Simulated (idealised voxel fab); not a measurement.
This is a process module. Its name is voxel transistor to metal.
The figure presents cross-section cut, which has a width of 270 nm and is divided into square cells with an edge length of 5 nm.
Format of a cross-section: grid, square cells. Given as bands. Order: top down. Band: one or more rows of cells.
First you get the band's top height and its bottom height, in nm, and then the materials it's made of, left to right, with each width in nm. If you see a single material with "everywhere", that one covers the band edge to edge. "empty" is empty space.
Where do heights start? At 0: under that level the wafer as delivered is made of one material only. And the lowest band has no floor; it just carries on downward, as in "0 -> down".
A width such as "30 to 40" changes by the same amount from each row of cells to the next, from the band's top row to its bottom row.
It should be understood that the words "nothing altered", when stated for a given step, signify that the cross-section underwent no change in any of its cells during that step.
For the entry "Enclosed internal voids", the listed items are empty spaces with no open way to the top whose size is 8 cells or more; each item follows the pattern width x height at distance, where distance is from the left edge and all three are in nm.
Read whatever lies past the settings on a step's line as the simulator's own remark about the step.
overlay nm: where the mask lay relative to plan, measured to the right, on steps with a mask; negatives go left.

# The planned process steps are enumerated hereunder
- 1: RECEIVE, material Si
- 2: OXIDIZE, depth nm 5
- 3: CONFORMAL_DEP, material SiN, thk nm 15
- 4: MASKED_ETCH, tone cover, mask id ACTIVE, width nm 105, pitch nm 135, etch materials SiN, depth nm 15, overlay nm 0
- 5: MASKED_ETCH, tone cover, mask id ACTIVE, width nm 105, pitch nm 135, etch materials SiO2, depth nm 5, overlay nm 0
- 6: MASKED_ETCH, tone cover, mask id ACTIVE, width nm 105, pitch nm 135, etch materials Si, depth nm 35, overlay nm 0
- 7: OXIDIZE, depth nm 5
- 8: FILL_DEP, material SiO2, thk nm 15
- 9: CMP, height nm 15
- 10: SELECTIVE_ETCH, etch materials SiO2, depth nm 15
- 11: STRIP, etch materials SiN
- 12: SELECTIVE_ETCH, etch materials SiO2, depth nm 5
- 13: OXIDIZE, depth nm 5
- 14: DIRECTIONAL_DEP, material polySi, thk nm 25
- 15: DIRECTIONAL_DEP, material SiCN, thk nm 15
- 16: MASKED_ETCH, tone cover, mask id GATE, width nm 25, pitch nm 135, etch materials SiCN, depth nm 25, overlay nm 0
- 17: MASKED_ETCH, tone cover, mask id GATE, width nm 25, pitch nm 135, etch materials polySi, depth nm 35, overlay nm 0
- 18: CONFORMAL_DEP, material SiO2, thk nm 5
- 19: DIRECTIONAL_ETCH, etch materials SiO2, depth nm 5
- 20: CONFORMAL_DEP, material SiN, thk nm 10
- 21: DIRECTIONAL_ETCH, etch materials SiN, depth nm 10
- 22: DIRECTIONAL_ETCH, etch materials SiO2, depth nm 5
- 23: DIRECTIONAL_ETCH, etch materials Si, depth nm 5
- 24: EPI, material pSi, thk nm 10
- 25: FILL_DEP, material SiO2, thk nm 10
- 26: CMP, height nm 20
- 27: STRIP, etch materials polySi
- 28: SELECTIVE_ETCH, etch materials SiO2, depth nm 5
- 29: CONFORMAL_DEP, material HfO2, thk nm 5
- 30: CONFORMAL_DEP, material TiN, thk nm 5
- 31: FILL_DEP, material W, thk nm 10
- 32: CMP, height nm 15
- 33: DIRECTIONAL_DEP, material SiO2, thk nm 10
- 34: DIRECTIONAL_DEP, material aC, thk nm 10
- 35: PATTERN, tone open, mask id CONTACT, material resist, width nm 20, thk nm 30, overlay nm 0
- 36: DIRECTIONAL_ETCH, etch materials aC, depth nm 10
- 37: STRIP, etch materials resist
- 38: DIRECTIONAL_ETCH, etch materials SiO2, depth nm 30
- 39: STRIP, etch materials aC
- 40: CONFORMAL_DEP, material TiN, thk nm 5
- 41: FILL_DEP, material W, thk nm 10
- 42: CMP, height nm 25
- 43: CONFORMAL_DEP, material SiN, thk nm 5
- 44: DIRECTIONAL_DEP, material lowk, thk nm 25
- 45: DIRECTIONAL_DEP, material aC, thk nm 15
- 46: PATTERN, tone open, mask id METAL_1, material resist, width nm 20, thk nm 30, overlay nm 0
- 47: DIRECTIONAL_ETCH, etch materials aC, depth nm 15
- 48: STRIP, etch materials resist
- 49: DIRECTIONAL_ETCH, etch materials lowk, depth nm 25
- 50: DIRECTIONAL_ETCH, etch materials SiN, depth nm 5
- 51: STRIP, etch materials aC
- 52: CONFORMAL_DEP, material TiN, thk nm 5
- 53: FILL_DEP, material Cu, thk nm 5
- 54: CMP, height nm 55
- 55: EPI, material Ru, thk nm 5
- 56: FILL_DEP, material SiCN, thk nm 5

# Cross-section of the wafer upon arrival, representing the state reached after step 1
	0 -> down | Si everywhere
	Enclosed internal voids: none

# Looking at the first of two wafers in cross-section at end of module - ran to plan
	65 -> 60 | SiCN everywhere
	60 -> 55 | SiCN=15 | Ru=30 | SiCN=45 | Ru=30 | SiCN=30 | Ru=30 | SiCN=45 | Ru=30 | SiCN=15
	55 -> 30 | lowk=20 | TiN=5 | Cu=10 | TiN=5 | lowk=55 | TiN=5 | Cu=10 | TiN=5 | lowk=40 | TiN=5 | Cu=10 | TiN=5 | lowk=55 | TiN=5 | Cu=10 | TiN=5 | lowk=20
	30 -> 25 | SiN=20 | TiN=20 | SiN=55 | TiN=20 | SiN=40 | TiN=20 | SiN=55 | TiN=20 | SiN=20
	25 -> 15 | SiO2=20 | TiN=5 | W=10 | TiN=5 | SiO2=55 | TiN=5 | W=10 | TiN=5 | SiO2=40 | TiN=5 | W=10 | TiN=5 | SiO2=55 | TiN=5 | W=10 | TiN=5 | SiO2=20
	15 -> 5 | SiO2=20 | TiN=5 | W=10 | TiN=5 | SiN=10 | HfO2=5 | TiN=5 | W=15 | TiN=5 | HfO2=5 | SiN=10 | TiN=5 | W=10 | TiN=5 | SiO2=40 | TiN=5 | W=10 | TiN=5 | SiN=10 | HfO2=5 | TiN=5 | W=15 | TiN=5 | HfO2=5 | SiN=10 | TiN=5 | W=10 | TiN=5 | SiO2=20
	5 -> 0 | SiO2=20 | TiN=20 | SiN=10 | HfO2=5 | TiN=5 | W=15 | TiN=5 | HfO2=5 | SiN=10 | TiN=20 | SiO2=40 | TiN=20 | SiN=10 | HfO2=5 | TiN=5 | W=15 | TiN=5 | HfO2=5 | SiN=10 | TiN=20 | SiO2=20
	0 -> -5 | SiO2=20 | TiN=10 | pSi=10 | SiN=10 | HfO2=5 | TiN=25 | HfO2=5 | SiN=10 | pSi=10 | TiN=10 | SiO2=40 | TiN=10 | pSi=10 | SiN=10 | HfO2=5 | TiN=25 | HfO2=5 | SiN=10 | pSi=10 | TiN=10 | SiO2=20
	-5 -> -10 | SiO2=15 | pSi=25 | SiO2=10 | HfO2=35 | SiO2=10 | pSi=25 | SiO2=30 | pSi=25 | SiO2=10 | HfO2=35 | SiO2=10 | pSi=25 | SiO2=15
	-10 -> -15 | SiO2=20 | pSi=20 | Si=55 | pSi=20 | SiO2=40 | pSi=20 | Si=55 | pSi=20 | SiO2=20
	-15 -> -45 | SiO2=20 | Si=95 | SiO2=40 | Si=95 | SiO2=20
	-45 -> down | Si everywhere
	Enclosed internal voids: none

# Second wafer of the two, sectioned at the end of the module. It began like the first and followed the same plan, but one mistake was made while running it
	65 -> 60 | SiCN everywhere
	60 -> 55 | SiCN=15 | Ru=30 | SiCN=45 | Ru=30 | SiCN=30 | Ru=30 | SiCN=45 | Ru=30 | SiCN=15
	55 -> 30 | lowk=20 | TiN=5 | Cu=10 | TiN=5 | lowk=55 | TiN=5 | Cu=10 | TiN=5 | lowk=40 | TiN=5 | Cu=10 | TiN=5 | lowk=55 | TiN=5 | Cu=10 | TiN=5 | lowk=20
	30 -> 25 | SiN=20 | TiN=20 | SiN=55 | TiN=20 | SiN=40 | TiN=20 | SiN=55 | TiN=20 | SiN=20
	25 -> 15 | SiO2=20 | TiN=5 | W=10 | TiN=5 | SiO2=55 | TiN=5 | W=10 | TiN=5 | SiO2=40 | TiN=5 | W=10 | TiN=5 | SiO2=55 | TiN=5 | W=10 | TiN=5 | SiO2=20
	15 -> 0 | SiO2=20 | TiN=5 | W=10 | TiN=5 | SiO2=10 | HfO2=5 | TiN=5 | W=15 | TiN=5 | HfO2=5 | SiO2=10 | TiN=5 | W=10 | TiN=5 | SiO2=40 | TiN=5 | W=10 | TiN=5 | SiO2=10 | HfO2=5 | TiN=5 | W=15 | TiN=5 | HfO2=5 | SiO2=10 | TiN=5 | W=10 | TiN=5 | SiO2=20
	0 -> -5 | SiO2=20 | TiN=20 | pSi=10 | HfO2=5 | TiN=25 | HfO2=5 | pSi=10 | TiN=20 | SiO2=40 | TiN=20 | pSi=10 | HfO2=5 | TiN=25 | HfO2=5 | pSi=10 | TiN=20 | SiO2=20
	-5 -> -10 | SiO2=15 | pSi=35 | HfO2=35 | pSi=35 | SiO2=30 | pSi=35 | HfO2=35 | pSi=35 | SiO2=15
	-10 -> -15 | SiO2=20 | pSi=30 | Si=35 | pSi=30 | SiO2=40 | pSi=30 | Si=35 | pSi=30 | SiO2=20
	-15 -> -45 | SiO2=20 | Si=95 | SiO2=40 | Si=95 | SiO2=20
	-45 -> down | Si everywhere
	Enclosed internal voids: none
Where did the run depart from the plan? plan step 20 skipped
at the end the second wafer has, in cells: Si -8, SiN -32, SiO2 +16, W +8, pSi +16
